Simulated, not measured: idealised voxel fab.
process module | voxel wiring stack
cross-section cut | 275 nm wide | cells 5 nm
A cross-section is a grid of square cells, given in bands from the top down. A band is one or more rows of cells.
Each band's line starts with the height of the band's top and of its bottom, in nm. Then come its materials from left to right, each with its width in nm. One material with "throughout" fills the band from edge to edge. "air" is empty space.
Height 0 is the level under which the wafer as received is all one material. The lowest band goes on downwards, as in "0 down".
A width such as "30 to 40" changes by the same amount from each row of cells to the next, from the band's top row to its bottom row.
"no change" after a step means that no cell of the cross-section changed.
closed voids: empty space of 8 cells or more with no open way to the top, each as width x height at its distance from the left edge, in nm
after a step's settings: what the simulator itself notes on the step
overlay nm, on a step with a mask: how far to the right of its planned place the mask lay; to the left if negative
plan
1 op RECEIVE | material Si
2 op CONFORMAL_DEP | material SiO2 | thk nm 15
3 op DIRECTIONAL_DEP | material TiN | thk nm 5
4 op DIRECTIONAL_DEP | material W | thk nm 25
5 op DIRECTIONAL_DEP | material aC | thk nm 10
6 op PATTERN | tone cover | mask id METAL_1 | material resist | width nm 25 | pitch nm 55 | thk nm 30 | overlay nm 0
7 op DIRECTIONAL_ETCH | etch materials aC | depth nm 10
8 op STRIP | etch materials resist
9 op DIRECTIONAL_ETCH | etch materials W | depth nm 25
10 op DIRECTIONAL_ETCH | etch materials TiN | depth nm 5
11 op STRIP | etch materials aC
12 op FILL_DEP | material SiO2 | thk nm 5
13 op CMP | height nm 45
14 op CONFORMAL_DEP | material SiCN | thk nm 5
15 op DIRECTIONAL_DEP | material SiO2 | thk nm 15
16 op DIRECTIONAL_DEP | material aC | thk nm 15
17 op PATTERN | tone open | mask id PLUG_1 | material resist | width nm 15 | pitch nm 110 | thk nm 35 | overlay nm 0
18 op DIRECTIONAL_ETCH | etch materials aC | depth nm 15
19 op STRIP | etch materials resist
20 op DIRECTIONAL_ETCH | etch materials SiO2 | depth nm 15
21 op DIRECTIONAL_ETCH | etch materials SiCN | depth nm 5
22 op STRIP | etch materials aC
23 op CONFORMAL_DEP | material TiN | thk nm 5
24 op FILL_DEP | material Cu | thk nm 10
25 op CMP | height nm 65
26 op DIRECTIONAL_DEP | material TiN | thk nm 5
27 op DIRECTIONAL_DEP | material W | thk nm 15
28 op PATTERN | tone cover | mask id METAL_2 | material resist | width nm 25 | pitch nm 55 | thk nm 20 | overlay nm 0
29 op DIRECTIONAL_ETCH | etch materials W | depth nm 15
30 op DIRECTIONAL_ETCH | etch materials TiN | depth nm 5
31 op STRIP | etch materials resist
32 op CONFORMAL_DEP | material SiCN | thk nm 5
33 op FILL_DEP | material SiO2 | thk nm 10
34 op CMP | height nm 85
35 op CONFORMAL_DEP | material SiCN | thk nm 5
36 op DIRECTIONAL_DEP | material SiO2 | thk nm 25
37 op PATTERN | tone open | mask id METAL_3 | material resist | width nm 25 | pitch nm 55 | thk nm 20 | overlay nm 0
38 op DIRECTIONAL_ETCH | etch materials SiO2 | depth nm 15
39 op STRIP | etch materials resist
40 op PATTERN | tone open | mask id METAL_3_HOLES | material resist | width nm 15 | pitch nm 55 | thk nm 20 | overlay nm 0
41 op DIRECTIONAL_ETCH | etch materials SiO2 | depth nm 10
42 op DIRECTIONAL_ETCH | etch materials SiCN | depth nm 5
43 op STRIP | etch materials resist
44 op CONFORMAL_DEP | material TiN | thk nm 5
45 op FILL_DEP | material Ru | thk nm 5
46 op CMP | height nm 115
47 op CONFORMAL_DEP | material SiCN | thk nm 5
48 op DIRECTIONAL_DEP | material lowk | thk nm 30
49 op DIRECTIONAL_DEP | material aC | thk nm 15
50 op PATTERN | tone open | mask id METAL_4 | material resist | width nm 25 | pitch nm 55 | thk nm 35 | overlay nm 0
51 op DIRECTIONAL_ETCH | etch materials aC | depth nm 15
52 op STRIP | etch materials resist
53 op DIRECTIONAL_ETCH | etch materials lowk | depth nm 15
54 op STRIP | etch materials aC
55 op DIRECTIONAL_DEP | material aC | thk nm 10
56 op PATTERN | tone open | mask id METAL_4_HOLES | material resist | width nm 15 | pitch nm 55 | thk nm 25 | overlay nm 0
57 op DIRECTIONAL_ETCH | etch materials aC | depth nm 10
58 op STRIP | etch materials resist
59 op DIRECTIONAL_ETCH | etch materials lowk | depth nm 15
60 op DIRECTIONAL_ETCH | etch materials SiCN | depth nm 5
61 op STRIP | etch materials aC
62 op CONFORMAL_DEP | material TiN | thk nm 5
63 op FILL_DEP | material Cu | thk nm 10
64 op CMP | height nm 150
65 op CONFORMAL_DEP | material SiN | thk nm 5
as received, after step 1
  0 down: Si throughout
  closed voids: none
first wafer at the end, as planned
  155 to 150: SiN throughout
  150 to 140: lowk 40 | TiN 5 | Cu 15 | TiN 5 | lowk 30 | TiN 5 | Cu 15 | TiN 5 | lowk 30 | TiN 5 | Cu 15 | TiN 5 | lowk 30 | TiN 5 | Cu 15 | TiN 5 | lowk 45
  140 to 135: lowk 40 | TiN 5 | Cu 5 | TiN 15 | lowk 30 | TiN 5 | Cu 5 | TiN 15 | lowk 30 | TiN 5 | Cu 5 | TiN 15 | lowk 30 | TiN 5 | Cu 5 | TiN 15 | lowk 45
  135 to 120: lowk 40 | TiN 5 | Cu 5 | TiN 5 | lowk 40 | TiN 5 | Cu 5 | TiN 5 | lowk 40 | TiN 5 | Cu 5 | TiN 5 | lowk 40 | TiN 5 | Cu 5 | TiN 5 | lowk 55
  120 to 115: SiCN 40 | TiN 15 | SiCN 40 | TiN 15 | SiCN 40 | TiN 15 | SiCN 40 | TiN 15 | SiCN 55
  115 to 105: SiO2 40 | TiN 5 | Ru 15 | TiN 5 | SiO2 30 | TiN 5 | Ru 15 | TiN 5 | SiO2 30 | TiN 5 | Ru 15 | TiN 5 | SiO2 30 | TiN 5 | Ru 15 | TiN 5 | SiO2 45
  105 to 100: SiO2 40 | TiN 5 | Ru 5 | TiN 15 | SiO2 30 | TiN 5 | Ru 5 | TiN 15 | SiO2 30 | TiN 5 | Ru 5 | TiN 15 | SiO2 30 | TiN 5 | Ru 5 | TiN 15 | SiO2 45
  100 to 90: SiO2 40 | TiN 5 | Ru 5 | TiN 5 | SiO2 40 | TiN 5 | Ru 5 | TiN 5 | SiO2 40 | TiN 5 | Ru 5 | TiN 5 | SiO2 40 | TiN 5 | Ru 5 | TiN 5 | SiO2 55
  90 to 85: SiCN 40 | TiN 15 | SiCN 40 | TiN 15 | SiCN 40 | TiN 15 | SiCN 40 | TiN 15 | SiCN 55
  85 to 70: SiO2 35 | SiCN 5 | W 25 | SiCN 5 | SiO2 20 | SiCN 5 | W 25 | SiCN 5 | SiO2 20 | SiCN 5 | W 25 | SiCN 5 | SiO2 20 | SiCN 5 | W 25 | SiCN 5 | SiO2 40
  70 to 65: SiCN 40 | TiN 25 | SiCN 30 | TiN 25 | SiCN 30 | TiN 25 | SiCN 30 | TiN 25 | SiCN 45
  65 to 50: SiO2 40 | TiN 5 | Cu 5 | TiN 5 | SiO2 95 | TiN 5 | Cu 5 | TiN 5 | SiO2 110
  50 to 45: SiCN 40 | TiN 15 | SiCN 95 | TiN 15 | SiCN 110
  45 to 20: SiO2 40 | W 25 | SiO2 30 | W 25 | SiO2 30 | W 25 | SiO2 30 | W 25 | SiO2 45
  20 to 15: SiO2 40 | TiN 25 | SiO2 30 | TiN 25 | SiO2 30 | TiN 25 | SiO2 30 | TiN 25 | SiO2 45
  15 to 0: SiO2 throughout
  0 down: Si throughout
  closed voids: none
second wafer at the end: like start, like plan, one mistake
  155 to 150: SiN throughout
  150 to 140: lowk 40 | TiN 5 | Cu 15 | TiN 5 | lowk 30 | TiN 5 | Cu 15 | TiN 5 | lowk 30 | TiN 5 | Cu 15 | TiN 5 | lowk 30 | TiN 5 | Cu 15 | TiN 5 | lowk 45
  140 to 135: lowk 40 | TiN 5 | Cu 5 | TiN 15 | lowk 30 | TiN 5 | Cu 5 | TiN 15 | lowk 30 | TiN 5 | Cu 5 | TiN 15 | lowk 30 | TiN 5 | Cu 5 | TiN 15 | lowk 45
  135 to 120: lowk 40 | TiN 5 | Cu 5 | TiN 5 | lowk 40 | TiN 5 | Cu 5 | TiN 5 | lowk 40 | TiN 5 | Cu 5 | TiN 5 | lowk 40 | TiN 5 | Cu 5 | TiN 5 | lowk 55
  120 to 115: SiCN 40 | TiN 15 | SiCN 40 | TiN 15 | SiCN 40 | TiN 15 | SiCN 40 | TiN 15 | SiCN 55
  115 to 110: Ru throughout
  110 to 105: TiN 45 | Ru 15 | TiN 40 | Ru 15 | TiN 40 | Ru 15 | TiN 40 | Ru 15 | TiN 50
  105 to 100: SiO2 40 | TiN 25 | SiO2 30 | TiN 25 | SiO2 30 | TiN 25 | SiO2 30 | TiN 25 | SiO2 45
  100 to 90: SiO2 55 | TiN 10 | SiO2 45 | TiN 10 | SiO2 45 | TiN 10 | SiO2 45 | TiN 10 | SiO2 45
  90 to 85: SiCN 55 | TiN 10 | SiCN 45 | TiN 10 | SiCN 45 | TiN 10 | SiCN 45 | TiN 10 | SiCN 45
  85 to 70: SiO2 35 | SiCN 5 | W 25 | SiCN 5 | SiO2 20 | SiCN 5 | W 25 | SiCN 5 | SiO2 20 | SiCN 5 | W 25 | SiCN 5 | SiO2 20 | SiCN 5 | W 25 | SiCN 5 | SiO2 40
  70 to 65: SiCN 40 | TiN 25 | SiCN 30 | TiN 25 | SiCN 30 | TiN 25 | SiCN 30 | TiN 25 | SiCN 45
  65 to 50: SiO2 40 | TiN 5 | Cu 5 | TiN 5 | SiO2 95 | TiN 5 | Cu 5 | TiN 5 | SiO2 110
  50 to 45: SiCN 40 | TiN 15 | SiCN 95 | TiN 15 | SiCN 110
  45 to 20: SiO2 40 | W 25 | SiO2 30 | W 25 | SiO2 30 | W 25 | SiO2 30 | W 25 | SiO2 45
  20 to 15: SiO2 40 | TiN 25 | SiO2 30 | TiN 25 | SiO2 30 | TiN 25 | SiO2 30 | TiN 25 | SiO2 45
  15 to 0: SiO2 throughout
  0 down: Si throughout
  closed voids: none
what went wrong: step 40 ran as: op PATTERN | tone cover | mask id METAL_3_HOLES | material resist | width nm 15 | pitch nm 55 | thk nm 20 | overlay nm 0
at the end the second wafer has, in cells: 31 more of Ru | 4 more of SiCN | 62 fewer of SiO2 | 27 more of TiN
